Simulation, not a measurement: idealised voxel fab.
Presented below is a process module, voxel wiring stack.
180 nm wide, 5 nm square cells: that's cross-section cut.
A cross-section is written here as square cells arranged in a grid, and it is given in bands from the top down, each band taking up one or more rows of cells. A band entry consists of two parts. The first gives the height of the band's top and the height of its bottom, in nm. The rest lists the band's materials from left to right, each with its width in nm. A single material labelled with the word "throughout" fills the band from edge to edge, and the word "empty" marks empty space. Note: height 0 marks the level under which the wafer is uniformly one material as received. Lowest band unbounded below, written "top 0, no bottom". Think of "30..40" as a width that walks from the first number to the second as you go down the band, top row to bottom row, taking equal-sized steps from row to row. "nothing got changed" after a step means that no cell of the cross-section changed. You'll see "Voids, fully enclosed" listing empty spaces that have no way open to the top, as long as they're 8 cells or more; the notation is width x height at distance, where the distance is from the left edge, and all of it is in nm. Past the settings on a step's line: simulator remark, on that step. When a step includes a mask, the "overlay nm" setting on its line states how far to the right of its planned place that mask lay, and negative values state how far to the left.

## Process steps (planned)
- 1: op RECEIVE | material Si
- 2: op CONFORMAL_DEP | material SiO2 | thk nm 10
- 3: op DIRECTIONAL_DEP | material TiN | thk nm 5
- 4: op DIRECTIONAL_DEP | material Ru | thk nm 20
- 5: op PATTERN | tone cover | mask id METAL_1 | material resist | width nm 30 | pitch nm 45 | thk nm 15 | overlay nm 0
- 6: op DIRECTIONAL_ETCH | etch materials Ru | depth nm 20
- 7: op DIRECTIONAL_ETCH | etch materials TiN | depth nm 5
- 8: op STRIP | etch materials resist
- 9: op FILL_DEP | material lowk | thk nm 5
- 10: op CMP | height nm 35
- 11: op CONFORMAL_DEP | material SiCN | thk nm 5
- 12: op DIRECTIONAL_DEP | material lowk | thk nm 15
- 13: op MASKED_ETCH | tone open | mask id PLUG_1 | width nm 15 | pitch nm 45 | etch materials lowk | depth nm 15 | overlay nm 0
- 14: op MASKED_ETCH | tone open | mask id PLUG_1 | width nm 15 | pitch nm 45 | etch materials SiCN | depth nm 5 | overlay nm 0
- 15: op CONFORMAL_DEP | material TiN | thk nm 5
- 16: op FILL_DEP | material Cu | thk nm 5
- 17: op CMP | height nm 55
- 18: op DIRECTIONAL_DEP | material TiN | thk nm 5
- 19: op DIRECTIONAL_DEP | material W | thk nm 25
- 20: op DIRECTIONAL_DEP | material aC | thk nm 15
- 21: op PATTERN | tone cover | mask id METAL_2 | material resist | width nm 30 | pitch nm 45 | thk nm 35 | overlay nm 0
- 22: op DIRECTIONAL_ETCH | etch materials aC | depth nm 15
- 23: op STRIP | etch materials resist
- 24: op DIRECTIONAL_ETCH | etch materials W | depth nm 25
- 25: op DIRECTIONAL_ETCH | etch materials TiN | depth nm 5
- 26: op STRIP | etch materials aC
- 27: op CONFORMAL_DEP | material SiN | thk nm 5
- 28: op FILL_DEP | material lowk | thk nm 10
- 29: op CMP | height nm 85
- 30: op CONFORMAL_DEP | material SiCN | thk nm 5
- 31: op DIRECTIONAL_DEP | material lowk | thk nm 10
- 32: op MASKED_ETCH | tone open | mask id PLUG_2 | width nm 15 | etch materials lowk | depth nm 10 | overlay nm 0
- 33: op MASKED_ETCH | tone open | mask id PLUG_2 | width nm 15 | etch materials SiCN | depth nm 5 | overlay nm 0
- 34: op EPI | material Ru | thk nm 10
- 35: op EPI | material Ru | thk nm 5
- 36: op DIRECTIONAL_DEP | material TiN | thk nm 5
- 37: op DIRECTIONAL_DEP | material W | thk nm 25
- 38: op MASKED_ETCH | tone cover | mask id METAL_3 | width nm 30 | pitch nm 45 | etch materials W | depth nm 25 | overlay nm -15
- 39: op MASKED_ETCH | tone cover | mask id METAL_3 | width nm 30 | pitch nm 45 | etch materials TiN | depth nm 5 | overlay nm 0
- 40: op FILL_DEP | material lowk | thk nm 5
- 41: op CMP | height nm 130
- 42: op CONFORMAL_DEP | material SiN | thk nm 5
The wafers are alike at the start. At step 38, their overlay nm differs. The plan lists the first wafer's value.

## The first of several wafers in cross-section, exactly as it reached us after step 1
  top 0, no bottom = Si throughout
  Voids, fully enclosed: none

## Gained (+) or lost (-) cells of each material since receipt, then closed voids: one row per wafer, at the end of the module
overlay nm -15, +6 Cu, +57 Ru, +63 SiCN, +80 SiN, +72 SiO2, +60 TiN, +120 W, +514 lowk, Voids, fully enclosed: none
overlay nm -10, +6 Cu, +57 Ru, +63 SiCN, +80 SiN, +72 SiO2, +58 TiN, +120 W, +516 lowk, Voids, fully enclosed: none
overlay nm -5, +6 Cu, +57 Ru, +63 SiCN, +80 SiN, +72 SiO2, +56 TiN, +120 W, +518 lowk, Voids, fully enclosed: none
overlay nm 0, +6 Cu, +57 Ru, +63 SiCN, +80 SiN, +72 SiO2, +54 TiN, +120 W, +520 lowk, Voids, fully enclosed: none
overlay nm 5, +6 Cu, +57 Ru, +63 SiCN, +80 SiN, +72 SiO2, +56 TiN, +120 W, +518 lowk, Voids, fully enclosed: none
overlay nm 10, +6 Cu, +57 Ru, +63 SiCN, +80 SiN, +72 SiO2, +58 TiN, +120 W, +516 lowk, Voids, fully enclosed: none
overlay nm 15, +6 Cu, +57 Ru, +63 SiCN, +80 SiN, +72 SiO2, +60 TiN, +120 W, +514 lowk, Voids, fully enclosed: none
